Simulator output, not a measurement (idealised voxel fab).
This is a process module. Its name is voxel released beams.
Each square cell in cross-section cut measures 5 nm, and the section as a whole is 155 nm wide.
In this document a cross-section is written as a grid of square cells. It is given as a series of bands, listed from the top down, and a band is one or more rows of cells.
Within each band entry, the heights of the top and of the bottom of the band appear first, in that order and in nm; the materials of the band then follow from left to right, each with its corresponding width in nm. The designation "all across" on a single material indicates that it fills the band from edge to edge; the designation "air" indicates empty space.
Ref level 0: as-received wafer is one material below here. Bottom band extends down with no lower bound ("0..down").
Width: "30..40" (first number = top row, second number = bottom row, same change from row to row of cells).
You'll sometimes find "same as before" written for a step, and that's the way of saying that nowhere in the cross-section did a cell change during that step.
Under "Enclosed void inventory" you'll find the enclosed gaps, the ones with no way out to the top, that are 8 cells or bigger; each reads width x height at distance, with distance counted from the left edge, everything in nm.
It should be noted that, on the line of a given step, the content following the step's settings is a remark produced by the simulator itself with respect to that step.
A step's line can hold "overlay nm"; with a mask on that step, the setting says how far right of the planned place the mask lay, while a negative setting says it lay to the left.

-- So here's the lineup of process steps we planned
step 1: RECEIVE [material Si]
step 2: CONFORMAL_DEP [material SiN] [thk nm 10]
step 3: DIRECTIONAL_DEP [material SiO2] [thk nm 20]
step 4: PATTERN [tone open] [mask id ANCHOR] [material resist] [width nm 45] [thk nm 20] [overlay nm 0]
step 5: DIRECTIONAL_ETCH [etch materials SiO2] [depth nm 20]
step 6: STRIP [etch materials resist]
step 7: CONFORMAL_DEP [material TiN] [thk nm 15]
step 8: MASKED_ETCH [tone cover] [mask id BEAM] [width nm 110] [etch materials TiN] [depth nm 15] [overlay nm 0]
step 9: STRIP [etch materials SiO2]

-- So this is the incoming wafer in cross-section - it's already been through step 1
  0..down | Si all across
  Enclosed void inventory: none

-- Result of the module, cross-sectioned: start per above, plan per above, one error in how it was run
  60..45 | air 20 / TiN 110 / air 25
  45..30 | TiN all across
  30..10 | SiO2 25 / TiN 45 / SiO2 85
  10..0 | SiN all across
  0..down | Si all across
  Enclosed void inventory: none
Error vs. plan: step 7 from the plan got run twice
